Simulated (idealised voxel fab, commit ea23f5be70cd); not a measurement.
The process module presented herein is designated voxel gate over fins.
Pictured: cross-section cut, 300 nm wide, on a grid of 5 nm square cells.
Cross-section format: a grid of square cells, given as bands from top to bottom; each band is one or more rows of cells. Per band: top height and bottom height in nm, followed by the left-to-right materials and their widths in nm; "full width" marks a single material spanning edge to edge, "air" marks empty space. Basically, 0 is our baseline, since under it the wafer straight out of the box is all one material. The bottom band has no lower end and keeps on going down, so it looks like "0 -> down". You'd read "30..40" like this: the band's top row of cells is as wide as the first number, its bottom row is as wide as the second, and going down, every row changes width by the same amount as the row before did. Where a step carries "nothing was modified", the cross-section came out of it unchanged, cell for cell. Look at "Sealed void list" for the closed voids: empty spaces with no open path to the top, sized 8 cells or up. Each is width x height at distance, distance from the left edge, all nm. Past the settings on a step's line: simulator remark, on that step. On any step carrying a mask, the "overlay nm" setting, if present on the step's line, tells how far right of its planned place the mask lay; negative values point to the left.
Process steps (planned)
1 RECEIVE,material Si
2 CONFORMAL_DEP,material SiN,thk nm 5
3 DIRECTIONAL_DEP,material aC,thk nm 10
4 PATTERN,tone cover,mask id FINS,material resist,width nm 15,pitch nm 40,thk nm 30,overlay nm 0
5 DIRECTIONAL_ETCH,etch materials aC,depth nm 10
6 STRIP,etch materials resist
7 DIRECTIONAL_ETCH,etch materials SiN,depth nm 5
8 DIRECTIONAL_ETCH,etch materials Si,depth nm 30
9 STRIP,etch materials aC
10 OXIDIZE,depth nm 5
11 FILL_DEP,material SiO2,thk nm 10
12 CMP,height nm 5
13 SELECTIVE_ETCH,etch materials SiO2,depth nm 20
14 STRIP,etch materials SiN
15 CONFORMAL_DEP,material HfO2,thk nm 5
16 CONFORMAL_DEP,material TiN,thk nm 5
17 CONFORMAL_DEP,material TiAl,thk nm 5
18 CONFORMAL_DEP,material TiN,thk nm 5
19 FILL_DEP,material W,thk nm 15
20 CMP,height nm 30
21 CONFORMAL_DEP,material SiCN,thk nm 5
The following pertains to the first of two wafers, which was processed as planned
Cross-sectional view of the wafer in its as-received condition, corresponding to the state after step 1
	0 -> down = Si full width
	Sealed void list: none
After step 2, in cross-section
	5 -> 0 = SiN full width
	For the remainder of the cross-section, below 0, there is no change.
After step 3, in cross-section
	15 -> 5 = aC full width
	For the remainder of the cross-section, below 5, there is no change.
After step 4, in cross-section
	45 -> 15 = air 100 nm / resist 15 nm / air 25 nm / resist 15 nm / air 25 nm / resist 15 nm / air 105 nm
	For the remainder of the cross-section, below 15, there is no change.
After step 5, in cross-section
	35 -> 15 = air 100 nm / resist 15 nm / air 25 nm / resist 15 nm / air 25 nm / resist 15 nm / air 105 nm
	15 -> 5 = air 100 nm / aC 15 nm / air 25 nm / aC 15 nm / air 25 nm / aC 15 nm / air 105 nm
	For the remainder of the cross-section, below 5, there is no change.
After step 6, in cross-section
	15 -> 5 = air 100 nm / aC 15 nm / air 25 nm / aC 15 nm / air 25 nm / aC 15 nm / air 105 nm
	For the remainder of the cross-section, below 5, there is no change.
After step 7, in cross-section
	15 -> 5 = air 100 nm / aC 15 nm / air 25 nm / aC 15 nm / air 25 nm / aC 15 nm / air 105 nm
	5 -> 0 = air 100 nm / SiN 15 nm / air 25 nm / SiN 15 nm / air 25 nm / SiN 15 nm / air 105 nm
	For the remainder of the cross-section, below 0, there is no change.
After step 8, in cross-section
	15 -> 5 = air 100 nm / aC 15 nm / air 25 nm / aC 15 nm / air 25 nm / aC 15 nm / air 105 nm
	5 -> 0 = air 100 nm / SiN 15 nm / air 25 nm / SiN 15 nm / air 25 nm / SiN 15 nm / air 105 nm
	0 -> -30 = air 100 nm / Si 15 nm / air 25 nm / Si 15 nm / air 25 nm / Si 15 nm / air 105 nm
	For the remainder of the cross-section, below -30, there is no change.
After step 9, in cross-section
	5 -> 0 = air 100 nm / SiN 15 nm / air 25 nm / SiN 15 nm / air 25 nm / SiN 15 nm / air 105 nm
	For the remainder of the cross-section, below 0, there is no change.
After step 10, in cross-section
	5 -> 0 = air 100 nm / SiN 15 nm / air 25 nm / SiN 15 nm / air 25 nm / SiN 15 nm / air 105 nm
	0 -> -30 = air 100 nm / SiO2 5 nm / Si 5 nm / SiO2 5 nm / air 25 nm / SiO2 5 nm / Si 5 nm / SiO2 5 nm / air 25 nm / SiO2 5 nm / Si 5 nm / SiO2 5 nm / air 105 nm
	-30 -> -35 = SiO2 105 nm / Si 5 nm / SiO2 35 nm / Si 5 nm / SiO2 35 nm / Si 5 nm / SiO2 110 nm
	For the remainder of the cross-section, below -35, there is no change.
After step 11, in cross-section
	15 -> 5 = SiO2 full width
	5 -> 0 = SiO2 100 nm / SiN 15 nm / SiO2 25 nm / SiN 15 nm / SiO2 25 nm / SiN 15 nm / SiO2 105 nm
	0 -> -35 = SiO2 105 nm / Si 5 nm / SiO2 35 nm / Si 5 nm / SiO2 35 nm / Si 5 nm / SiO2 110 nm
	For the remainder of the cross-section, below -35, there is no change.
After step 12, in cross-section
	5 -> 0 = SiO2 100 nm / SiN 15 nm / SiO2 25 nm / SiN 15 nm / SiO2 25 nm / SiN 15 nm / SiO2 105 nm
	For the remainder of the cross-section, below 0, there is no change.
After step 13, in cross-section
	5 -> 0 = air 100 nm / SiN 15 nm / air 25 nm / SiN 15 nm / air 25 nm / SiN 15 nm / air 105 nm
	0 -> -15 = air 105 nm / Si 5 nm / air 35 nm / Si 5 nm / air 35 nm / Si 5 nm / air 110 nm
	For the remainder of the cross-section, below -15, there is no change.
After step 14, in cross-section
	0 -> -15 = air 105 nm / Si 5 nm / air 35 nm / Si 5 nm / air 35 nm / Si 5 nm / air 110 nm
	For the remainder of the cross-section, below -15, there is no change.
After step 15, in cross-section
	5 -> 0 = air 100 nm / HfO2 15 nm / air 25 nm / HfO2 15 nm / air 25 nm / HfO2 15 nm / air 105 nm
	0 -> -10 = air 100 nm / HfO2 5 nm / Si 5 nm / HfO2 5 nm / air 25 nm / HfO2 5 nm / Si 5 nm / HfO2 5 nm / air 25 nm / HfO2 5 nm / Si 5 nm / HfO2 5 nm / air 105 nm
	-10 -> -15 = HfO2 105 nm / Si 5 nm / HfO2 35 nm / Si 5 nm / HfO2 35 nm / Si 5 nm / HfO2 110 nm
	For the remainder of the cross-section, below -15, there is no change.
After step 16, in cross-section
	10 -> 5 = air 95 nm / TiN 25 nm / air 15 nm / TiN 25 nm / air 15 nm / TiN 25 nm / air 100 nm
	5 -> 0 = air 95 nm / TiN 5 nm / HfO2 15 nm / TiN 5 nm / air 15 nm / TiN 5 nm / HfO2 15 nm / TiN 5 nm / air 15 nm / TiN 5 nm / HfO2 15 nm / TiN 5 nm / air 100 nm
	0 -> -5 = air 95 nm / TiN 5 nm / HfO2 5 nm / Si 5 nm / HfO2 5 nm / TiN 5 nm / air 15 nm / TiN 5 nm / HfO2 5 nm / Si 5 nm / HfO2 5 nm / TiN 5 nm / air 15 nm / TiN 5 nm / HfO2 5 nm / Si 5 nm / HfO2 5 nm / TiN 5 nm / air 100 nm
	-5 -> -10 = TiN 100 nm / HfO2 5 nm / Si 5 nm / HfO2 5 nm / TiN 25 nm / HfO2 5 nm / Si 5 nm / HfO2 5 nm / TiN 25 nm / HfO2 5 nm / Si 5 nm / HfO2 5 nm / TiN 105 nm
	For the remainder of the cross-section, below -10, there is no change.
After step 17, in cross-section
	15 -> 10 = air 90 nm / TiAl 35 nm / air 5 nm / TiAl 35 nm / air 5 nm / TiAl 35 nm / air 95 nm
	10 -> 5 = air 90 nm / TiAl 5 nm / TiN 25 nm / TiAl 5 nm / air 5 nm / TiAl 5 nm / TiN 25 nm / TiAl 5 nm / air 5 nm / TiAl 5 nm / TiN 25 nm / TiAl 5 nm / air 95 nm
	5 -> 0 = air 90 nm / TiAl 5 nm / TiN 5 nm / HfO2 15 nm / TiN 5 nm / TiAl 5 nm / air 5 nm / TiAl 5 nm / TiN 5 nm / HfO2 15 nm / TiN 5 nm / TiAl 5 nm / air 5 nm / TiAl 5 nm / TiN 5 nm / HfO2 15 nm / TiN 5 nm / TiAl 5 nm / air 95 nm
	0 -> -5 = TiAl 95 nm / TiN 5 nm / HfO2 5 nm / Si 5 nm / HfO2 5 nm / TiN 5 nm / TiAl 15 nm / TiN 5 nm / HfO2 5 nm / Si 5 nm / HfO2 5 nm / TiN 5 nm / TiAl 15 nm / TiN 5 nm / HfO2 5 nm / Si 5 nm / HfO2 5 nm / TiN 5 nm / TiAl 100 nm
	For the remainder of the cross-section, below -5, there is no change.
After step 18, in cross-section
	20 -> 15 = air 85 nm / TiN 125 nm / air 90 nm
	15 -> 10 = air 85 nm / TiN 5 nm / TiAl 35 nm / TiN 5 nm / TiAl 35 nm / TiN 5 nm / TiAl 35 nm / TiN 5 nm / air 90 nm
	10 -> 5 = air 85 nm / TiN 5 nm / TiAl 5 nm / TiN 25 nm / TiAl 5 nm / TiN 5 nm / TiAl 5 nm / TiN 25 nm / TiAl 5 nm / TiN 5 nm / TiAl 5 nm / TiN 25 nm / TiAl 5 nm / TiN 5 nm / air 90 nm
	5 -> 0 = TiN 90 nm / TiAl 5 nm / TiN 5 nm / HfO2 15 nm / TiN 5 nm / TiAl 5 nm / TiN 5 nm / TiAl 5 nm / TiN 5 nm / HfO2 15 nm / TiN 5 nm / TiAl 5 nm / TiN 5 nm / TiAl 5 nm / TiN 5 nm / HfO2 15 nm / TiN 5 nm / TiAl 5 nm / TiN 95 nm
	For the remainder of the cross-section, below 0, there is no change.
After step 19, in cross-section
	35 -> 20 = W full width
	20 -> 15 = W 85 nm / TiN 125 nm / W 90 nm
	15 -> 10 = W 85 nm / TiN 5 nm / TiAl 35 nm / TiN 5 nm / TiAl 35 nm / TiN 5 nm / TiAl 35 nm / TiN 5 nm / W 90 nm
	10 -> 5 = W 85 nm / TiN 5 nm / TiAl 5 nm / TiN 25 nm / TiAl 5 nm / TiN 5 nm / TiAl 5 nm / TiN 25 nm / TiAl 5 nm / TiN 5 nm / TiAl 5 nm / TiN 25 nm / TiAl 5 nm / TiN 5 nm / W 90 nm
	For the remainder of the cross-section, below 5, there is no change.
After step 20, in cross-section
	30 -> 20 = W full width
	For the remainder of the cross-section, below 20, there is no change.
After step 21, in cross-section
	35 -> 30 = SiCN full width
	For the remainder of the cross-section, below 30, there is no change.
The second wafer was prepared from the same starting point and under the same plan as the first; its processing contained one mistake, and it remains indistinguishable from the first wafer up to and including step 16
Cross-section of the second wafer at the time by which step 17 should have been completed according to the plan
	25 -> 10 = air 80 nm / TiAl 135 nm / air 85 nm
	10 -> 5 = TiAl 95 nm / TiN 25 nm / TiAl 15 nm / TiN 25 nm / TiAl 15 nm / TiN 25 nm / TiAl 100 nm
	5 -> 0 = TiAl 95 nm / TiN 5 nm / HfO2 15 nm / TiN 5 nm / TiAl 15 nm / TiN 5 nm / HfO2 15 nm / TiN 5 nm / TiAl 15 nm / TiN 5 nm / HfO2 15 nm / TiN 5 nm / TiAl 100 nm
	0 -> -5 = TiAl 95 nm / TiN 5 nm / HfO2 5 nm / Si 5 nm / HfO2 5 nm / TiN 5 nm / TiAl 15 nm / TiN 5 nm / HfO2 5 nm / Si 5 nm / HfO2 5 nm / TiN 5 nm / TiAl 15 nm / TiN 5 nm / HfO2 5 nm / Si 5 nm / HfO2 5 nm / TiN 5 nm / TiAl 100 nm
	For the remainder of the cross-section, below -5, there is no change.
Cross-section of the second wafer at the time by which step 18 should have been completed according to the plan
	30 -> 25 = air 75 nm / TiN 145 nm / air 80 nm
	25 -> 15 = air 75 nm / TiN 5 nm / TiAl 135 nm / TiN 5 nm / air 80 nm
	15 -> 10 = TiN 80 nm / TiAl 135 nm / TiN 85 nm
	For the remainder of the cross-section, below 10, there is no change.
Cross-section of the second wafer at the time by which step 19 should have been completed according to the plan
	45 -> 30 = W full width
	30 -> 25 = W 75 nm / TiN 145 nm / W 80 nm
	25 -> 15 = W 75 nm / TiN 5 nm / TiAl 135 nm / TiN 5 nm / W 80 nm
	For the remainder of the cross-section, below 15, there is no change.
Cross-section of the second wafer at the time by which step 20 should have been completed according to the plan
	30 -> 25 = W 75 nm / TiN 145 nm / W 80 nm
	For the remainder of the cross-section, below 25, there is no change.
Cross-section of the second wafer at the time by which step 21 should have been completed according to the plan
	35 -> 30 = SiCN full width
	For the remainder of the cross-section, below 30, there is no change.
Deviation from plan: step 17 was run on a setting that differed from the plan, and what really ran there is CONFORMAL_DEP,material TiAl,thk nm 15
Final comparison by cell count, materials where the second wafer has more or fewer than the first: TiAl: 138 more; TiN: 6 fewer; W: 132 fewer
